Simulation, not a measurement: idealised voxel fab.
The document below concerns the process module designated voxel spacer lines.
The width of the displayed cross-section, cut, is 185 nm; its cells are square, with a size of 5 nm.
Bands, listed from the top down, are how a cross-section gets written in this document; the cross-section itself is a grid of square cells, and a band is one or more rows of them. First you get the band's top height and its bottom height, in nm, and then the materials it's made of, left to right, with each width in nm. If you see a single material with "everywhere", that one covers the band edge to edge. "air" is empty space. Where do heights start? At 0: under that level the wafer as delivered is made of one material only. And the lowest band has no floor; it just carries on downward, as in "0 nm and below". The expression "30..40" gives the width at the extremes of the band, the first number at its top row of cells and the second at its bottom row, with the width changing by equal amounts from each row to the next in between. Take "nothing got changed" at face value: in the step it is given for, the cross-section changed in none of its cells. Each empty space that has no open way to the top and spans at least 8 cells appears under "Enclosed void list" as width x height at distance, the distance counted from the left edge, all in nm. Formally, on a step line, whatever follows the settings is a remark that the simulator itself makes on the step. Each step line may optionally specify "overlay nm", which for a step with a mask gives the rightward distance between the mask's planned place and where it lay, a negative value indicating the leftward direction.
Here's what the planned process steps look like:
1,RECEIVE (material Si)
2,CONFORMAL_DEP (material Al2O3; thk nm 10)
3,DIRECTIONAL_DEP (material W; thk nm 10)
4,DIRECTIONAL_DEP (material polySi; thk nm 25)
5,PATTERN (tone cover; mask id MANDREL; material resist; width nm 15; pitch nm 50; thk nm 30; overlay nm 0)
6,DIRECTIONAL_ETCH (etch materials polySi; depth nm 25)
7,STRIP (etch materials resist)
8,CONFORMAL_DEP (material SiO2; thk nm 10)
9,DIRECTIONAL_ETCH (etch materials SiO2; depth nm 10)
10,STRIP (etch materials polySi)
11,DIRECTIONAL_ETCH (etch materials W; depth nm 10)
12,STRIP (etch materials SiO2)
13,FILL_DEP (material lowk; thk nm 10)
14,CMP (height nm 20)
Shown in cross-section is the wafer as received, that is, as it stands after step 1:
* 0 nm and below = Si everywhere
* Enclosed void list: none
End state of the module in cross-section, given the above starting point and plan and one mistake in execution:
* 20 nm to 10 nm = lowk (50) | W (10) | lowk (20) | W (10) | lowk (10) | W (10) | lowk (20) | W (10) | lowk (45)
* 10 nm to 0 nm = Al2O3 everywhere
* 0 nm and below = Si everywhere
* Enclosed void list: none
Nonconformance to the process plan: not per plan at step 5, really ran PATTERN (tone cover; mask id MANDREL; material resist; width nm 20; pitch nm 50; thk nm 30; overlay nm 0)
